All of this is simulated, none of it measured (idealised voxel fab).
process module | voxel air gaps
cross-section cut | 280 nm wide | cells 5 nm
A cross-section is a grid of square cells, given in bands from the top down. A band is one or more rows of cells.
Each band's line starts with the height of the band's top and of its bottom, in nm. Then come its materials from left to right, each with its width in nm. One material with "throughout" fills the band from edge to edge. "air" is empty space.
Height 0 is the level under which the wafer as received is all one material. The lowest band goes on downwards, as in "0 down".
A width such as "30 to 40" changes by the same amount from each row of cells to the next, from the band's top row to its bottom row.
"no change" after a step means that no cell of the cross-section changed.
closed voids: empty space of 8 cells or more with no open way to the top, each as width x height at its distance from the left edge, in nm
after a step's settings: what the simulator itself notes on the step
overlay nm, on a step with a mask: how far to the right of its planned place the mask lay; to the left if negative
plan
1 op RECEIVE | material Si
2 op CONFORMAL_DEP | material SiO2 | thk nm 10
3 op CONFORMAL_DEP | material SiCN | thk nm 5
4 op DIRECTIONAL_DEP | material lowk | thk nm 30
5 op PATTERN | tone open | mask id LINES | material resist | width nm 20 | pitch nm 45 | thk nm 15 | overlay nm 0
6 op DIRECTIONAL_ETCH | etch materials lowk | depth nm 30
7 op STRIP | etch materials resist
8 op CONFORMAL_DEP | material TiN | thk nm 5
9 op FILL_DEP | material Cu | thk nm 5
10 op CMP | height nm 45
11 op EPI | material Ru | thk nm 10
12 op SELECTIVE_ETCH | etch materials lowk | depth nm 40
13 op CONFORMAL_DEP | material SiCN | thk nm 5
as received, after step 1
  0 down: Si throughout
  closed voids: none
a wafer at the end: this start, this plan, one mistake
  60 to 55: SiCN throughout
  55 to 45: Ru throughout
  45 to 40: TiN 65 | Cu 10 | TiN 35 | Cu 10 | TiN 35 | Cu 10 | TiN 35 | Cu 10 | TiN 70
  40 to 15: lowk 60 | TiN 5 | Cu 10 | TiN 5 | lowk 25 | TiN 5 | Cu 10 | TiN 5 | lowk 25 | TiN 5 | Cu 10 | TiN 5 | lowk 25 | TiN 5 | Cu 10 | TiN 5 | lowk 65
  15 to 10: lowk 60 | TiN 20 | lowk 25 | TiN 20 | lowk 25 | TiN 20 | lowk 25 | TiN 20 | lowk 65
  10 to 0: SiO2 throughout
  0 down: Si throughout
  closed voids: none
what went wrong: step 3 was left out
